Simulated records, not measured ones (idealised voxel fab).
Proc. module: voxel transistor to metal
The figure presents cross-section cut, which has a width of 180 nm and is divided into square cells with an edge length of 5 nm.
Bands, listed from the top down, are how a cross-section gets written in this document; the cross-section itself is a grid of square cells, and a band is one or more rows of them.
Heads up on the band format: heights come first, top then bottom, in nm. After that it's the materials left to right, each with its width in nm. A single material flagged "full width" fills the whole band edge to edge, and "empty" means there's empty space there.
We count height from 0. Below that, the starting wafer is all one material. The lowest band never ends at the bottom but goes on down; see "0..down" for how that is written.
Per-row width for "30->40": begins at first number (top row of band), ends at second number (bottom row), increment between rows held constant.
The designation "no alteration", where it is given for a processing step, indicates that no cell of the cross-section was altered in the course of that step.
Each empty space that has no open way to the top and spans at least 8 cells appears under "Closed empty spaces" as width x height at distance, the distance counted from the left edge, all in nm.
Read whatever lies past the settings on a step's line as the simulator's own remark about the step.
overlay nm: right-of-plan distance of the mask on a masked step; negative values mean left-of-plan.

-- The process steps that were planned are listed below
| 1 | RECEIVE [material Si] |
| 2 | CONFORMAL_DEP [material SiO2] [thk nm 5] |
| 3 | CONFORMAL_DEP [material SiN] [thk nm 15] |
| 4 | MASKED_ETCH [tone cover] [mask id ACTIVE] [width nm 115] [etch materials SiN] [depth nm 15] [overlay nm 0] |
| 5 | MASKED_ETCH [tone cover] [mask id ACTIVE] [width nm 115] [etch materials SiO2] [depth nm 5] [overlay nm 0] |
| 6 | MASKED_ETCH [tone cover] [mask id ACTIVE] [width nm 115] [etch materials Si] [depth nm 15] [overlay nm 0] |
| 7 | OXIDIZE [depth nm 5] |
| 8 | FILL_DEP [material SiO2] [thk nm 10] |
| 9 | CMP [height nm 20] |
| 10 | SELECTIVE_ETCH [etch materials SiO2] [depth nm 15] |
| 11 | STRIP [etch materials SiN] |
| 12 | SELECTIVE_ETCH [etch materials SiO2] [depth nm 5] |
| 13 | OXIDIZE [depth nm 5] |
| 14 | DIRECTIONAL_DEP [material polySi] [thk nm 30] |
| 15 | DIRECTIONAL_DEP [material SiCN] [thk nm 15] |
| 16 | PATTERN [tone cover] [mask id GATE] [material resist] [width nm 25] [thk nm 15] [overlay nm 0] |
| 17 | DIRECTIONAL_ETCH [etch materials SiCN] [depth nm 25] |
| 18 | DIRECTIONAL_ETCH [etch materials polySi] [depth nm 40] |
| 19 | STRIP [etch materials resist] |
| 20 | CONFORMAL_DEP [material SiN] [thk nm 10] |
| 21 | DIRECTIONAL_ETCH [etch materials SiN] [depth nm 10] |
| 22 | DIRECTIONAL_ETCH [etch materials SiO2] [depth nm 5] |
| 23 | DIRECTIONAL_ETCH [etch materials Si] [depth nm 10] |
| 24 | EPI [material pSi] [thk nm 15] |
| 25 | FILL_DEP [material SiO2] [thk nm 10] |
| 26 | CMP [height nm 45] |
| 27 | DIRECTIONAL_DEP [material SiO2] [thk nm 15] |
| 28 | DIRECTIONAL_DEP [material aC] [thk nm 15] |
| 29 | PATTERN [tone open] [mask id CONTACT] [material resist] [width nm 15] [pitch nm 80] [thk nm 30] [overlay nm 0] |
| 30 | DIRECTIONAL_ETCH [etch materials aC] [depth nm 15] |
| 31 | STRIP [etch materials resist] |
| 32 | DIRECTIONAL_ETCH [etch materials SiO2] [depth nm 60] |
| 33 | STRIP [etch materials aC] |
| 34 | CONFORMAL_DEP [material TiN] [thk nm 5] |
| 35 | FILL_DEP [material Ru] [thk nm 5] |
| 36 | CMP [height nm 60] |
| 37 | CONFORMAL_DEP [material SiN] [thk nm 5] |
| 38 | DIRECTIONAL_DEP [material SiO2] [thk nm 15] |
| 39 | DIRECTIONAL_DEP [material aC] [thk nm 10] |
| 40 | PATTERN [tone open] [mask id METAL_1] [material resist] [width nm 15] [pitch nm 80] [thk nm 30] [overlay nm 0] |
| 41 | DIRECTIONAL_ETCH [etch materials aC] [depth nm 10] |
| 42 | STRIP [etch materials resist] |
| 43 | DIRECTIONAL_ETCH [etch materials SiO2] [depth nm 15] |
| 44 | DIRECTIONAL_ETCH [etch materials SiN] [depth nm 5] |
| 45 | STRIP [etch materials aC] |
| 46 | CONFORMAL_DEP [material TiN] [thk nm 5] |
| 47 | FILL_DEP [material Ru] [thk nm 5] |
| 48 | CMP [height nm 80] |
| 49 | CONFORMAL_DEP [material SiCN] [thk nm 5] |
| 50 | DIRECTIONAL_DEP [material SiO2] [thk nm 30] |
| 51 | DIRECTIONAL_DEP [material aC] [thk nm 10] |
| 52 | PATTERN [tone open] [mask id METAL_2] [material resist] [width nm 15] [pitch nm 80] [thk nm 25] [overlay nm 0] |
| 53 | DIRECTIONAL_ETCH [etch materials aC] [depth nm 10] |
| 54 | STRIP [etch materials resist] |
| 55 | DIRECTIONAL_ETCH [etch materials SiO2] [depth nm 20] |
| 56 | STRIP [etch materials aC] |
| 57 | MASKED_ETCH [tone open] [mask id METAL_2_HOLES] [width nm 15] [pitch nm 80] [etch materials SiO2] [depth nm 10] [overlay nm 0] |
| 58 | MASKED_ETCH [tone open] [mask id METAL_2_HOLES] [width nm 15] [pitch nm 80] [etch materials SiCN] [depth nm 5] [overlay nm 0] |
| 59 | CONFORMAL_DEP [material TiN] [thk nm 5] |
| 60 | FILL_DEP [material Cu] [thk nm 10] |
| 61 | CMP [height nm 115] |
| 62 | CONFORMAL_DEP [material SiN] [thk nm 5] |
Don't read the plan's depth nm for step 6 as applying to every wafer: that's the first wafer's value, and the wafers differ in it, though they all start identical.

-- The first of several wafers, as received after step 1, seen in section
* 0..down = Si full width
* Closed empty spaces: none

-- Below, a row for every wafer. Read it as the end-of-module picture: for each material the wafer shows its cells gained (+) or lost (-) since it was received, and then its closed voids
depth nm 15, +12 Cu, +24 Ru, -105 Si, +45 SiCN, +102 SiN, +608 SiO2, +98 TiN, +50 pSi, +30 polySi, Closed empty spaces: none
depth nm 20, +12 Cu, +24 Ru, -120 Si, +45 SiCN, +102 SiN, +623 SiO2, +98 TiN, +50 pSi, +30 polySi, Closed empty spaces: none
depth nm 25, +12 Cu, +24 Ru, -135 Si, +45 SiCN, +102 SiN, +638 SiO2, +98 TiN, +50 pSi, +30 polySi, Closed empty spaces: none
depth nm 30, +12 Cu, +24 Ru, -150 Si, +45 SiCN, +102 SiN, +653 SiO2, +98 TiN, +50 pSi, +30 polySi, Closed empty spaces: none
depth nm 35, +12 Cu, +24 Ru, -165 Si, +45 SiCN, +102 SiN, +668 SiO2, +98 TiN, +50 pSi, +30 polySi, Closed empty spaces: none
depth nm 40, +12 Cu, +24 Ru, -180 Si, +45 SiCN, +102 SiN, +683 SiO2, +98 TiN, +50 pSi, +30 polySi, Closed empty spaces: none
